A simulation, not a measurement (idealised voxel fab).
The process module presented herein is designated voxel spacer lines.
For reference, the cross-section in this document is cut, with width 295 nm and square cells of 5 nm.
Each cross-section below is a grid of square cells, stated as bands in top-down order, with one or more rows of cells making up each band.
A band entry consists of two parts. The first gives the height of the band's top and the height of its bottom, in nm. The rest lists the band's materials from left to right, each with its width in nm. A single material labelled with the word "all across" fills the band from edge to edge, and the word "air" marks empty space.
A quick word on heights: they are counted from 0, and under that level the wafer as it came to us is one material throughout. The lowest band is different from the rest in having no bottom; it simply continues downward, written as in "0 -> down".
Width spec "30..40" -> top row of cells at first value, bottom row at second value, equal per-row change in between.
"all unchanged" means the step left every cell of the cross-section as it was.
"Completely enclosed voids" specifies each empty space that is not open to the top and that occupies no fewer than 8 cells, using the form width x height at distance, the distance measured from the left edge and all three quantities in nm.
On each step's line, the part that comes after the settings is the simulator's own comment on the step.
"overlay nm" on a masked step: distance the mask lay right of its planned place, negative for left.

This section lists the process steps that were planned:
1) RECEIVE,material Si
2) CONFORMAL_DEP,material Al2O3,thk nm 5
3) DIRECTIONAL_DEP,material SiN,thk nm 15
4) DIRECTIONAL_DEP,material aC,thk nm 20
5) PATTERN,tone cover,mask id MANDREL,material resist,width nm 15,pitch nm 60,thk nm 25,overlay nm 0
6) DIRECTIONAL_ETCH,etch materials aC,depth nm 20
7) STRIP,etch materials resist
8) CONFORMAL_DEP,material SiO2,thk nm 15
9) DIRECTIONAL_ETCH,etch materials SiO2,depth nm 15
10) STRIP,etch materials aC
11) DIRECTIONAL_ETCH,etch materials SiN,depth nm 15
12) STRIP,etch materials SiO2
13) FILL_DEP,material SiO2,thk nm 10
14) CMP,height nm 20

Cross-section, incoming material, after step 1:
> 0 -> down: Si all across
> Completely enclosed voids: none

The following cross-section depicts the wafer upon conclusion of the module. Processing commenced from the starting condition illustrated above and adhered to the plan illustrated above, save for one mistake in execution:
> 20 -> 5: aC all across
> 5 -> 0: Al2O3 all across
> 0 -> down: Si all across
> Completely enclosed voids: none
It is concluded that the wafer was processed incorrectly with respect to the plan, in that steps 3 and 4 traded places in the executed sequence
